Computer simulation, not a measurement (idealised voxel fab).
process module | voxel capacitor over wiring
cross-section cut | 190 nm wide | cells 5 nm
A cross-section is a grid of square cells, given in bands from the top down. A band is one or more rows of cells.
Each band's line starts with the height of the band's top and of its bottom, in nm. Then come its materials from left to right, each with its width in nm. One material with "throughout" fills the band from edge to edge. "air" is empty space.
Height 0 is the level under which the wafer as received is all one material. The lowest band goes on downwards, as in "0 down".
A width such as "30 to 40" changes by the same amount from each row of cells to the next, from the band's top row to its bottom row.
"no change" after a step means that no cell of the cross-section changed.
closed voids: empty space of 8 cells or more with no open way to the top, each as width x height at its distance from the left edge, in nm
after a step's settings: what the simulator itself notes on the step
overlay nm, on a step with a mask: how far to the right of its planned place the mask lay; to the left if negative
plan
1 op RECEIVE | material Si
2 op CONFORMAL_DEP | material SiO2 | thk nm 15
3 op DIRECTIONAL_DEP | material TiN | thk nm 5
4 op DIRECTIONAL_DEP | material Ru | thk nm 20
5 op PATTERN | tone cover | mask id METAL_1 | material resist | width nm 25 | pitch nm 95 | thk nm 20 | overlay nm 0
6 op DIRECTIONAL_ETCH | etch materials Ru | depth nm 20
7 op DIRECTIONAL_ETCH | etch materials TiN | depth nm 5
8 op STRIP | etch materials resist
9 op CONFORMAL_DEP | material SiN | thk nm 5
10 op FILL_DEP | material SiO2 | thk nm 5
11 op CMP | height nm 40
12 op CONFORMAL_DEP | material SiCN | thk nm 5
13 op DIRECTIONAL_DEP | material SiO2 | thk nm 15
14 op DIRECTIONAL_DEP | material aC | thk nm 15
15 op PATTERN | tone open | mask id PLUG_1 | material resist | width nm 15 | thk nm 30 | overlay nm 0
16 op DIRECTIONAL_ETCH | etch materials aC | depth nm 15
17 op STRIP | etch materials resist
18 op DIRECTIONAL_ETCH | etch materials SiO2 | depth nm 15
19 op DIRECTIONAL_ETCH | etch materials SiCN | depth nm 5
20 op STRIP | etch materials aC
21 op CONFORMAL_DEP | material TiN | thk nm 5
22 op FILL_DEP | material W | thk nm 5
23 op CMP | height nm 60
24 op DIRECTIONAL_DEP | material TiN | thk nm 10
25 op DIRECTIONAL_DEP | material HfO2 | thk nm 5
26 op DIRECTIONAL_DEP | material TiN | thk nm 10
27 op PATTERN | tone cover | mask id UPPER_PLATE | material resist | width nm 75 | thk nm 15 | overlay nm 0
28 op DIRECTIONAL_ETCH | etch materials TiN | depth nm 10
29 op DIRECTIONAL_ETCH | etch materials HfO2 | depth nm 5
30 op STRIP | etch materials resist
31 op PATTERN | tone cover | mask id LOWER_PLATE | material resist | width nm 85 | thk nm 15 | overlay nm 0
32 op DIRECTIONAL_ETCH | etch materials TiN | depth nm 10
33 op STRIP | etch materials resist
34 op FILL_DEP | material SiO2 | thk nm 20
35 op CMP | height nm 100
36 op DIRECTIONAL_DEP | material aC | thk nm 15
37 op PATTERN | tone open | mask id PLUG_2 | material resist | width nm 15 | thk nm 30 | overlay nm 0
38 op DIRECTIONAL_ETCH | etch materials aC | depth nm 15
39 op STRIP | etch materials resist
40 op DIRECTIONAL_ETCH | etch materials SiO2 | depth nm 15
41 op STRIP | etch materials aC
42 op CONFORMAL_DEP | material TiN | thk nm 5
43 op FILL_DEP | material Cu | thk nm 10
44 op CMP | height nm 100
45 op CONFORMAL_DEP | material SiCN | thk nm 5
first wafer, as planned
as received, after step 1
  0 down: Si throughout
  closed voids: none
after step 2
  15 to 0: SiO2 throughout
  below 0: unchanged
after step 3
  20 to 15: TiN throughout
  below 15: unchanged
after step 4
  40 to 20: Ru throughout
  below 20: unchanged
after step 5
  60 to 40: air 35 | resist 25 | air 70 | resist 25 | air 35
  below 40: unchanged
after step 6
  60 to 40: air 35 | resist 25 | air 70 | resist 25 | air 35
  40 to 20: air 35 | Ru 25 | air 70 | Ru 25 | air 35
  below 20: unchanged
after step 7
  60 to 40: air 35 | resist 25 | air 70 | resist 25 | air 35
  40 to 20: air 35 | Ru 25 | air 70 | Ru 25 | air 35
  20 to 15: air 35 | TiN 25 | air 70 | TiN 25 | air 35
  below 15: unchanged
after step 8
  40 to 20: air 35 | Ru 25 | air 70 | Ru 25 | air 35
  below 20: unchanged
after step 9
  45 to 40: air 30 | SiN 35 | air 60 | SiN 35 | air 30
  40 to 20: air 30 | SiN 5 | Ru 25 | SiN 5 | air 60 | SiN 5 | Ru 25 | SiN 5 | air 30
  20 to 15: SiN 35 | TiN 25 | SiN 70 | TiN 25 | SiN 35
  below 15: unchanged
after step 10
  50 to 45: SiO2 throughout
  45 to 40: SiO2 30 | SiN 35 | SiO2 60 | SiN 35 | SiO2 30
  40 to 20: SiO2 30 | SiN 5 | Ru 25 | SiN 5 | SiO2 60 | SiN 5 | Ru 25 | SiN 5 | SiO2 30
  below 20: unchanged
after step 11
  40 to 20: SiO2 30 | SiN 5 | Ru 25 | SiN 5 | SiO2 60 | SiN 5 | Ru 25 | SiN 5 | SiO2 30
  below 20: unchanged
after step 12
  45 to 40: SiCN throughout
  below 40: unchanged
after step 13
  60 to 45: SiO2 throughout
  below 45: unchanged
after step 14
  75 to 60: aC throughout
  below 60: unchanged
after step 15
  105 to 75: resist 45 | air 15 | resist 130
  below 75: unchanged
after step 16
  90 to 75: resist 45 | air 15 | resist 130
  75 to 60: aC 45 | air 15 | aC 130
  below 60: unchanged
after step 17
  75 to 60: aC 45 | air 15 | aC 130
  below 60: unchanged
after step 18
  75 to 60: aC 45 | air 15 | aC 130
  60 to 45: SiO2 45 | air 15 | SiO2 130
  below 45: unchanged
after step 19
  75 to 60: aC 45 | air 15 | aC 130
  60 to 45: SiO2 45 | air 15 | SiO2 130
  45 to 40: SiCN 45 | air 15 | SiCN 130
  below 40: unchanged
after step 20
  60 to 45: SiO2 45 | air 15 | SiO2 130
  below 45: unchanged
after step 21
  65 to 60: TiN 50 | air 5 | TiN 135
  60 to 45: SiO2 45 | TiN 5 | air 5 | TiN 5 | SiO2 130
  45 to 40: SiCN 45 | TiN 15 | SiCN 130
  below 40: unchanged
after step 22
  70 to 65: W throughout
  65 to 60: TiN 50 | W 5 | TiN 135
  60 to 45: SiO2 45 | TiN 5 | W 5 | TiN 5 | SiO2 130
  below 45: unchanged
after step 23
  60 to 45: SiO2 45 | TiN 5 | W 5 | TiN 5 | SiO2 130
  below 45: unchanged
after step 24
  70 to 60: TiN throughout
  below 60: unchanged
after step 25
  75 to 70: HfO2 throughout
  below 70: unchanged
after step 26
  85 to 75: TiN throughout
  below 75: unchanged
after step 27
  100 to 85: air 45 | resist 75 | air 70
  below 85: unchanged
after step 28
  100 to 85: air 45 | resist 75 | air 70
  85 to 75: air 45 | TiN 75 | air 70
  below 75: unchanged
after step 29
  100 to 85: air 45 | resist 75 | air 70
  85 to 75: air 45 | TiN 75 | air 70
  75 to 70: air 45 | HfO2 75 | air 70
  below 70: unchanged
after step 30
  85 to 75: air 45 | TiN 75 | air 70
  below 75: unchanged
after step 31
  100 to 85: air 40 | resist 85 | air 65
  85 to 75: air 40 | resist 5 | TiN 75 | resist 5 | air 65
  75 to 70: air 40 | resist 5 | HfO2 75 | resist 5 | air 65
  below 70: unchanged
after step 32
  100 to 85: air 40 | resist 85 | air 65
  85 to 75: air 40 | resist 5 | TiN 75 | resist 5 | air 65
  75 to 70: air 40 | resist 5 | HfO2 75 | resist 5 | air 65
  70 to 60: air 40 | TiN 85 | air 65
  below 60: unchanged
after step 33
  85 to 75: air 45 | TiN 75 | air 70
  75 to 70: air 45 | HfO2 75 | air 70
  below 70: unchanged
after step 34
  105 to 85: SiO2 throughout
  85 to 75: SiO2 45 | TiN 75 | SiO2 70
  75 to 70: SiO2 45 | HfO2 75 | SiO2 70
  70 to 60: SiO2 40 | TiN 85 | SiO2 65
  below 60: unchanged
after step 35
  100 to 85: SiO2 throughout
  below 85: unchanged
after step 36
  115 to 100: aC throughout
  below 100: unchanged
after step 37
  145 to 115: resist 55 | air 15 | resist 120
  below 115: unchanged
after step 38
  130 to 115: resist 55 | air 15 | resist 120
  115 to 100: aC 55 | air 15 | aC 120
  below 100: unchanged
after step 39
  115 to 100: aC 55 | air 15 | aC 120
  below 100: unchanged
after step 40
  115 to 100: aC 55 | air 15 | aC 120
  100 to 85: SiO2 55 | air 15 | SiO2 120
  below 85: unchanged
after step 41
  100 to 85: SiO2 55 | air 15 | SiO2 120
  below 85: unchanged
after step 42
  105 to 100: TiN 60 | air 5 | TiN 125
  100 to 90: SiO2 55 | TiN 5 | air 5 | TiN 5 | SiO2 120
  90 to 85: SiO2 55 | TiN 15 | SiO2 120
  below 85: unchanged
after step 43
  115 to 105: Cu throughout
  105 to 100: TiN 60 | Cu 5 | TiN 125
  100 to 90: SiO2 55 | TiN 5 | Cu 5 | TiN 5 | SiO2 120
  below 90: unchanged
after step 44
  100 to 90: SiO2 55 | TiN 5 | Cu 5 | TiN 5 | SiO2 120
  below 90: unchanged
after step 45
  105 to 100: SiCN throughout
  below 100: unchanged
second wafer: like start, like plan, one mistake. Through step 23 it matches the first wafer
when step 24 should have ended
  65 to 60: HfO2 throughout
  below 60: unchanged
when step 25 should have ended
  75 to 65: TiN throughout
  below 65: unchanged
when step 26 should have ended
  85 to 65: TiN throughout
  below 65: unchanged
when step 27 should have ended
  100 to 85: air 45 | resist 75 | air 70
  below 85: unchanged
when step 28 should have ended
  100 to 85: air 45 | resist 75 | air 70
  85 to 75: air 45 | TiN 75 | air 70
  below 75: unchanged
when step 29 should have ended: no change
when step 30 should have ended
  85 to 75: air 45 | TiN 75 | air 70
  below 75: unchanged
when step 31 should have ended
  100 to 85: air 40 | resist 85 | air 65
  85 to 75: air 40 | resist 5 | TiN 75 | resist 5 | air 65
  below 75: unchanged
when step 32 should have ended
  100 to 85: air 40 | resist 85 | air 65
  85 to 75: air 40 | resist 5 | TiN 75 | resist 5 | air 65
  75 to 65: air 40 | TiN 85 | air 65
  below 65: unchanged
when step 33 should have ended
  85 to 75: air 45 | TiN 75 | air 70
  below 75: unchanged
when step 34 should have ended
  105 to 85: SiO2 throughout
  85 to 75: SiO2 45 | TiN 75 | SiO2 70
  75 to 65: SiO2 40 | TiN 85 | SiO2 65
  below 65: unchanged
when step 35 should have ended
  100 to 85: SiO2 throughout
  below 85: unchanged
when step 36 should have ended
  115 to 100: aC throughout
  below 100: unchanged
when step 37 should have ended
  145 to 115: resist 55 | air 15 | resist 120
  below 115: unchanged
when step 38 should have ended
  130 to 115: resist 55 | air 15 | resist 120
  115 to 100: aC 55 | air 15 | aC 120
  below 100: unchanged
when step 39 should have ended
  115 to 100: aC 55 | air 15 | aC 120
  below 100: unchanged
when step 40 should have ended
  115 to 100: aC 55 | air 15 | aC 120
  100 to 85: SiO2 55 | air 15 | SiO2 120
  below 85: unchanged
when step 41 should have ended
  100 to 85: SiO2 55 | air 15 | SiO2 120
  below 85: unchanged
when step 42 should have ended
  105 to 100: TiN 60 | air 5 | TiN 125
  100 to 90: SiO2 55 | TiN 5 | air 5 | TiN 5 | SiO2 120
  90 to 85: SiO2 55 | TiN 15 | SiO2 120
  below 85: unchanged
when step 43 should have ended
  115 to 105: Cu throughout
  105 to 100: TiN 60 | Cu 5 | TiN 125
  100 to 90: SiO2 55 | TiN 5 | Cu 5 | TiN 5 | SiO2 120
  below 90: unchanged
when step 44 should have ended
  100 to 90: SiO2 55 | TiN 5 | Cu 5 | TiN 5 | SiO2 120
  below 90: unchanged
when step 45 should have ended
  105 to 100: SiCN throughout
  below 100: unchanged
what went wrong: steps 24 and 25 were swapped
at the end the second wafer has, in cells: 23 more of HfO2 | 23 fewer of SiO2
